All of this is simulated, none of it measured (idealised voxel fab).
process module | voxel self aligned contacts
cross-section cut | 225 nm wide | cells 5 nm
A cross-section is a grid of square cells, given in bands from the top down. A band is one or more rows of cells.
Each band's line starts with the height of the band's top and of its bottom, in nm. Then come its materials from left to right, each with its width in nm. One material with "throughout" fills the band from edge to edge. "air" is empty space.
Height 0 is the level under which the wafer as received is all one material. The lowest band goes on downwards, as in "0 down".
A width such as "30 to 40" changes by the same amount from each row of cells to the next, from the band's top row to its bottom row.
"no change" after a step means that no cell of the cross-section changed.
closed voids: empty space of 8 cells or more with no open way to the top, each as width x height at its distance from the left edge, in nm
after a step's settings: what the simulator itself notes on the step
overlay nm, on a step with a mask: how far to the right of its planned place the mask lay; to the left if negative
plan
1 op RECEIVE | material Si
2 op CONFORMAL_DEP | material SiO2 | thk nm 5
3 op DIRECTIONAL_DEP | material polySi | thk nm 20
4 op DIRECTIONAL_DEP | material SiN | thk nm 20
5 op DIRECTIONAL_DEP | material aC | thk nm 15
6 op PATTERN | tone cover | mask id GATE | material resist | width nm 35 | pitch nm 75 | thk nm 35 | overlay nm 0
7 op DIRECTIONAL_ETCH | etch materials aC | depth nm 15
8 op STRIP | etch materials resist
9 op DIRECTIONAL_ETCH | etch materials SiN | depth nm 20
10 op DIRECTIONAL_ETCH | etch materials polySi | depth nm 20
11 op STRIP | etch materials aC
12 op CONFORMAL_DEP | material SiN | thk nm 10
13 op DIRECTIONAL_ETCH | etch materials SiN | depth nm 10
14 op FILL_DEP | material SiO2 | thk nm 15
15 op CMP | height nm 55
16 op PATTERN | tone open | mask id CONTACT | material resist | width nm 50 | thk nm 20 | overlay nm 0
17 op DIRECTIONAL_ETCH | etch materials SiO2 | depth nm 55
18 op STRIP | etch materials resist
19 op CONFORMAL_DEP | material TiN | thk nm 5
20 op FILL_DEP | material W | thk nm 10
21 op CMP | height nm 55
22 op CONFORMAL_DEP | material SiCN | thk nm 5
as received, after step 1
  0 down: Si throughout
  closed voids: none
first wafer at the end, as planned
  60 to 55: SiCN throughout
  55 to 45: SiO2 85 | TiN 5 to 20 | W 40 to 10 | TiN 5 to 20 | SiO2 90
  45 to 25: SiO2 45 | SiN 55 | TiN 5 | W 10 | TiN 5 | SiN 55 | SiO2 50
  25 to 5: SiO2 45 | SiN 10 | polySi 35 | SiN 10 | TiN 5 | W 10 | TiN 5 | SiN 10 | polySi 35 | SiN 10 | SiO2 50
  5 to 0: SiO2 100 | TiN 20 | SiO2 105
  0 down: Si throughout
  closed voids: none
second wafer at the end: like start, like plan, one mistake
  60 to 55: SiCN throughout
  55 to 45: SiO2 45 | SiN 55 | TiN 5 | W 10 | TiN 5 | SiN 55 | SiO2 50
  45 to 30: SiO2 45 | SiN 10 | polySi 35 | SiN 10 | TiN 5 | W 10 | TiN 5 | SiN 10 | polySi 35 | SiN 10 | SiO2 50
  30 to 25: SiO2 45 | SiN 10 | polySi 35 | SiN 10 | TiN 20 | SiN 10 | polySi 35 | SiN 10 | SiO2 50
  25 to 5: polySi throughout
  5 to 0: SiO2 throughout
  0 down: Si throughout
  closed voids: none
what went wrong: step 3 was run twice
at the end the second wafer has, in cells: 44 fewer of SiN | 104 fewer of SiO2 | 16 fewer of TiN | 16 fewer of W | 180 more of polySi
